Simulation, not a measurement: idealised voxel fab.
The following is a process module called voxel capacitor over wiring.
290 nm wide, 5 nm square cells: that's cross-section cut.
When this document writes out a cross-section, it uses a grid of square cells and lists it as bands, beginning at the top and moving down, with a band standing for one or more rows of cells.
Heads up on the band format: heights come first, top then bottom, in nm. After that it's the materials left to right, each with its width in nm. A single material flagged "everywhere" fills the whole band edge to edge, and "blank" means there's empty space there.
Convention: height 0 is the level below which the wafer, as received, is all one material. The lowest band does not terminate at the bottom but continues downward, represented as "0 nm and below".
Width spec "30->40" -> top row of cells at first value, bottom row at second value, equal per-row change in between.
"everything unchanged" (step): cross-section cells unchanged, all of them.
Empty spaces without an open route to the top, at least 8 cells in extent, make up the entry "Enclosed void list"; each is given as width x height at distance, where the distance is measured from the left edge, and all are in nm.
Text after the settings on a step's line: the simulator's own remark on that step.
overlay nm: right-of-plan distance of the mask on a masked step; negative values mean left-of-plan.
[Process steps foreseen in the plan]
- 1: RECEIVE [material Si]
- 2: CONFORMAL_DEP [material SiO2] [thk nm 15]
- 3: DIRECTIONAL_DEP [material TiN] [thk nm 5]
- 4: DIRECTIONAL_DEP [material Ru] [thk nm 20]
- 5: DIRECTIONAL_DEP [material aC] [thk nm 15]
- 6: PATTERN [tone cover] [mask id METAL_1] [material resist] [width nm 30] [pitch nm 95] [thk nm 35] [overlay nm 0]
- 7: DIRECTIONAL_ETCH [etch materials aC] [depth nm 15]
- 8: STRIP [etch materials resist]
- 9: DIRECTIONAL_ETCH [etch materials Ru] [depth nm 20]
- 10: DIRECTIONAL_ETCH [etch materials TiN] [depth nm 5]
- 11: STRIP [etch materials aC]
- 12: FILL_DEP [material lowk] [thk nm 5]
- 13: CMP [height nm 40]
- 14: CONFORMAL_DEP [material SiCN] [thk nm 5]
- 15: DIRECTIONAL_DEP [material SiO2] [thk nm 15]
- 16: DIRECTIONAL_DEP [material aC] [thk nm 10]
- 17: PATTERN [tone open] [mask id PLUG_1] [material resist] [width nm 15] [thk nm 25] [overlay nm 0]
- 18: DIRECTIONAL_ETCH [etch materials aC] [depth nm 10]
- 19: STRIP [etch materials resist]
- 20: DIRECTIONAL_ETCH [etch materials SiO2] [depth nm 15]
- 21: DIRECTIONAL_ETCH [etch materials SiCN] [depth nm 5]
- 22: STRIP [etch materials aC]
- 23: CONFORMAL_DEP [material TiN] [thk nm 5]
- 24: FILL_DEP [material Cu] [thk nm 10]
- 25: CMP [height nm 60]
- 26: DIRECTIONAL_DEP [material TiN] [thk nm 10]
- 27: DIRECTIONAL_DEP [material Al2O3] [thk nm 5]
- 28: DIRECTIONAL_DEP [material TiN] [thk nm 10]
- 29: PATTERN [tone cover] [mask id UPPER_PLATE] [material resist] [width nm 70] [thk nm 15] [overlay nm 0]
- 30: DIRECTIONAL_ETCH [etch materials TiN] [depth nm 10]
- 31: DIRECTIONAL_ETCH [etch materials Al2O3] [depth nm 5]
- 32: STRIP [etch materials resist]
- 33: MASKED_ETCH [tone cover] [mask id LOWER_PLATE] [width nm 80] [etch materials TiN] [depth nm 10] [overlay nm 0]
- 34: FILL_DEP [material SiO2] [thk nm 20]
- 35: CMP [height nm 100]
- 36: MASKED_ETCH [tone open] [mask id PLUG_2] [width nm 15] [etch materials SiO2] [depth nm 15] [overlay nm 0]
- 37: CONFORMAL_DEP [material TiN] [thk nm 5]
- 38: FILL_DEP [material W] [thk nm 10]
- 39: CMP [height nm 100]
- 40: CONFORMAL_DEP [material SiN] [thk nm 5]
Heads up: all these wafers start the same, and what changes between them is the thk nm in step 40. The value you see in the plan is just what the first wafer got.
[The first of several wafers, as received after step 1, seen in section]
0 nm and below | Si everywhere
Enclosed void list: none
[Post step 40, the closing step of the module: first of several wafers, cross-sectioned]
105 nm to 100 nm | SiN everywhere
100 nm to 90 nm | SiO2=105, then TiN=5, then W=5, then TiN=5, then SiO2=170
90 nm to 85 nm | SiO2=105, then TiN=15, then SiO2=170
85 nm to 75 nm | SiO2=95, then TiN=70, then SiO2=125
75 nm to 70 nm | SiO2=95, then Al2O3=70, then SiO2=125
70 nm to 60 nm | SiO2=90, then TiN=80, then SiO2=120
60 nm to 45 nm | SiO2=95, then TiN=5, then Cu=5, then TiN=5, then SiO2=180
45 nm to 40 nm | SiCN=95, then TiN=15, then SiCN=180
40 nm to 20 nm | lowk=80, then Ru=30, then lowk=65, then Ru=30, then lowk=85
20 nm to 15 nm | lowk=80, then TiN=30, then lowk=65, then TiN=30, then lowk=85
15 nm to 0 nm | SiO2 everywhere
0 nm and below | Si everywhere
Enclosed void list: none
[Last wafer x-sec, end of module]
120 nm to 100 nm | SiN everywhere
100 nm to 90 nm | SiO2=105, then TiN=5, then W=5, then TiN=5, then SiO2=170
90 nm to 85 nm | SiO2=105, then TiN=15, then SiO2=170
85 nm to 75 nm | SiO2=95, then TiN=70, then SiO2=125
75 nm to 70 nm | SiO2=95, then Al2O3=70, then SiO2=125
70 nm to 60 nm | SiO2=90, then TiN=80, then SiO2=120
60 nm to 45 nm | SiO2=95, then TiN=5, then Cu=5, then TiN=5, then SiO2=180
45 nm to 40 nm | SiCN=95, then TiN=15, then SiCN=180
40 nm to 20 nm | lowk=80, then Ru=30, then lowk=65, then Ru=30, then lowk=85
20 nm to 15 nm | lowk=80, then TiN=30, then lowk=65, then TiN=30, then lowk=85
15 nm to 0 nm | SiO2 everywhere
0 nm and below | Si everywhere
Enclosed void list: none
[Wafer rows, end of module: cells per material gained (+) or lost (-) since receipt; closed voids last]
thk nm 5, +14 Al2O3, +3 Cu, +48 Ru, +55 SiCN, +58 SiN, +720 SiO2, +88 TiN, +2 W, +230 lowk, Enclosed void list: none
thk nm 10, +14 Al2O3, +3 Cu, +48 Ru, +55 SiCN, +116 SiN, +720 SiO2, +88 TiN, +2 W, +230 lowk, Enclosed void list: none
thk nm 15, +14 Al2O3, +3 Cu, +48 Ru, +55 SiCN, +174 SiN, +720 SiO2, +88 TiN, +2 W, +230 lowk, Enclosed void list: none
thk nm 20, +14 Al2O3, +3 Cu, +48 Ru, +55 SiCN, +232 SiN, +720 SiO2, +88 TiN, +2 W, +230 lowk, Enclosed void list: none
